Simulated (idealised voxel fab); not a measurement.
The process module presented herein is designated voxel fin reveal.
Square cell edge 5 nm, section width 210 nm, ID cut.
Each cross-section below is a grid of square cells, stated as bands in top-down order, with one or more rows of cells making up each band. What a band's entry tells you: where the top is and where the bottom is, as heights in nm, and after that what lies inside, material by material from left to right, each with its width in nm. Empty space is written as the word "blank", and a single material marked with the word "all across" occupies the band from edge to edge. Beneath 0, the wafer as received is one material, and that level is where height counting begins. The lowest band goes on downward without a bottom; it is written like "0..down". The width entry "30->40" should be interpreted row by row: the top row of cells in the band takes the first number, the bottom row takes the second number, and the change between adjacent rows is uniform throughout. A step reported as "nothing got changed" is a step in which no cell of the cross-section changed. Listed in "Sealed voids": every empty space of 8 or more cells without an open way to the top. Form: width x height at distance, the distance being from the left edge, all in nm. That trailing text on a step's line, after the settings, is the simulator's own remark on the step. The setting "overlay nm" may be written on the line of a step. When the step uses a mask, the value reports how far to the right of the planned place the mask lay, and a negative value reports that it lay to the left.

## Listed below are the process steps as planned
- 1: RECEIVE (material Si)
- 2: CONFORMAL_DEP (material SiN; thk nm 5)
- 3: PATTERN (tone cover; mask id FINS; material resist; width nm 15; pitch nm 45; thk nm 15; overlay nm 0)
- 4: DIRECTIONAL_ETCH (etch materials SiN; depth nm 5)
- 5: DIRECTIONAL_ETCH (etch materials Si; depth nm 35)
- 6: STRIP (etch materials resist)
- 7: FILL_DEP (material SiO2; thk nm 15)
- 8: CMP (height nm 5)
- 9: SELECTIVE_ETCH (etch materials SiO2; depth nm 30)
- 10: STRIP (etch materials SiN)
- 11: CONFORMAL_DEP (material HfO2; thk nm 5)

## Below: the first of two wafers, run as planned

## So this is the incoming wafer in cross-section - it's already been through step 1
    0..down | Si all across
    Sealed voids: none

## Wafer section view after processing step 2
    5..0 | SiN all across
    Anything lower than 0 is untouched.

## Wafer section view after processing step 3
    20..5 | blank 50 nm | resist 15 nm | blank 30 nm | resist 15 nm | blank 30 nm | resist 15 nm | blank 55 nm
    Anything lower than 5 is untouched.

## Wafer section view after processing step 4
    20..5 | blank 50 nm | resist 15 nm | blank 30 nm | resist 15 nm | blank 30 nm | resist 15 nm | blank 55 nm
    5..0 | blank 50 nm | SiN 15 nm | blank 30 nm | SiN 15 nm | blank 30 nm | SiN 15 nm | blank 55 nm
    Anything lower than 0 is untouched.

## Wafer section view after processing step 5
    20..5 | blank 50 nm | resist 15 nm | blank 30 nm | resist 15 nm | blank 30 nm | resist 15 nm | blank 55 nm
    5..0 | blank 50 nm | SiN 15 nm | blank 30 nm | SiN 15 nm | blank 30 nm | SiN 15 nm | blank 55 nm
    0..-35 | blank 50 nm | Si 15 nm | blank 30 nm | Si 15 nm | blank 30 nm | Si 15 nm | blank 55 nm
    Anything lower than -35 is untouched.

## Wafer section view after processing step 6
    5..0 | blank 50 nm | SiN 15 nm | blank 30 nm | SiN 15 nm | blank 30 nm | SiN 15 nm | blank 55 nm
    Anything lower than 0 is untouched.

## Wafer section view after processing step 7
    20..5 | SiO2 all across
    5..0 | SiO2 50 nm | SiN 15 nm | SiO2 30 nm | SiN 15 nm | SiO2 30 nm | SiN 15 nm | SiO2 55 nm
    0..-35 | SiO2 50 nm | Si 15 nm | SiO2 30 nm | Si 15 nm | SiO2 30 nm | Si 15 nm | SiO2 55 nm
    Anything lower than -35 is untouched.

## Wafer section view after processing step 8
    5..0 | SiO2 50 nm | SiN 15 nm | SiO2 30 nm | SiN 15 nm | SiO2 30 nm | SiN 15 nm | SiO2 55 nm
    Anything lower than 0 is untouched.

## Wafer section view after processing step 9
    5..0 | blank 50 nm | SiN 15 nm | blank 30 nm | SiN 15 nm | blank 30 nm | SiN 15 nm | blank 55 nm
    0..-25 | blank 50 nm | Si 15 nm | blank 30 nm | Si 15 nm | blank 30 nm | Si 15 nm | blank 55 nm
    Anything lower than -25 is untouched.

## Wafer section view after processing step 10
    0..-25 | blank 50 nm | Si 15 nm | blank 30 nm | Si 15 nm | blank 30 nm | Si 15 nm | blank 55 nm
    Anything lower than -25 is untouched.

## Wafer section view after processing step 11
    5..0 | blank 45 nm | HfO2 25 nm | blank 20 nm | HfO2 25 nm | blank 20 nm | HfO2 25 nm | blank 50 nm
    0..-20 | blank 45 nm | HfO2 5 nm | Si 15 nm | HfO2 5 nm | blank 20 nm | HfO2 5 nm | Si 15 nm | HfO2 5 nm | blank 20 nm | HfO2 5 nm | Si 15 nm | HfO2 5 nm | blank 50 nm
    -20..-25 | HfO2 50 nm | Si 15 nm | HfO2 30 nm | Si 15 nm | HfO2 30 nm | Si 15 nm | HfO2 55 nm
    Anything lower than -25 is untouched.

## Second wafer, same starting state and plan as the first, one mistake in the run, identical through step 10

What the second wafer looks like in cross-section when step 11 should have wrapped up: nothing got changed
what went wrong: the plan's step 11 went unexecuted, having been skipped
Count the cells at the end and the second wafer has more or fewer of some materials than the first: HfO2: 72 fewer
